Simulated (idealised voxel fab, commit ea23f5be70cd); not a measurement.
Herein follows the process module entitled voxel tone inversion.
Cross-section cut: width 300 nm, square cells of 5 nm.
A cross-section is written here as square cells arranged in a grid, and it is given in bands from the top down, each band taking up one or more rows of cells. Read a band's entry like this: the first values are the height of its top and the height of its bottom in nm, and what follows is the sequence of materials from left to right, each with its width in nm. Note that "empty" is empty space, and that a single material marked "everywhere" reaches across the band from edge to edge. Where do heights start? At 0: under that level the wafer as delivered is made of one material only. And the lowest band has no floor; it just carries on downward, as in "from 0 down". Top row gets the first number, bottom row gets the second, and each row in between changes by the same step: that is how a band width like "30->40" works. The cross-section has no changed cell in any step marked "everything unchanged". Each empty space that has no open way to the top and spans at least 8 cells appears under "Trapped cavities" as width x height at distance, the distance counted from the left edge, all in nm. Where a step's line continues beyond its settings, the continuation is a remark by the simulator itself on that step. On any step carrying a mask, the "overlay nm" setting, if present on the step's line, tells how far right of its planned place the mask lay; negative values point to the left.
[Process steps foreseen in the plan]
1: RECEIVE (material Si)
2: CONFORMAL_DEP (material SiCN; thk nm 10)
3: DIRECTIONAL_DEP (material polySi; thk nm 15)
4: PATTERN (tone cover; mask id POSTS; material resist; width nm 20; pitch nm 35; thk nm 20; overlay nm 0)
5: DIRECTIONAL_ETCH (etch materials polySi; depth nm 15)
6: STRIP (etch materials resist)
7: FILL_DEP (material lowk; thk nm 5)
8: CMP (height nm 25)
9: STRIP (etch materials polySi)
[Cross-sectional view of the wafer in its as-received condition, corresponding to the state after step 1]
	from 0 down  Si everywhere
	Trapped cavities: none
[First of two wafers, end-of-module section, run followed plan]
	from 25 to 10  lowk: 85, then empty: 20, then lowk: 15, then empty: 20, then lowk: 15, then empty: 20, then lowk: 15, then empty: 20, then lowk: 90
	from 10 to 0  SiCN everywhere
	from 0 down  Si everywhere
	Trapped cavities: none
[Now the second wafer, cross-sectioned at the end of the module. Nothing different at the start, nothing different in the plan compared with the first, just one mistake when it was actually run]
	from 25 to 10  lowk: 90, then empty: 15, then lowk: 20, then empty: 15, then lowk: 20, then empty: 15, then lowk: 20, then empty: 15, then lowk: 90
	from 10 to 0  SiCN everywhere
	from 0 down  Si everywhere
	Trapped cavities: none
It is concluded that the wafer was processed incorrectly with respect to the plan, in that step 4 did not use the planned setting and instead ran as PATTERN (tone cover; mask id POSTS; material resist; width nm 15; pitch nm 35; thk nm 20; overlay nm 0)
Looking at both finished wafers in cells, the second ends up ahead of or behind the first on some materials: +12 lowk
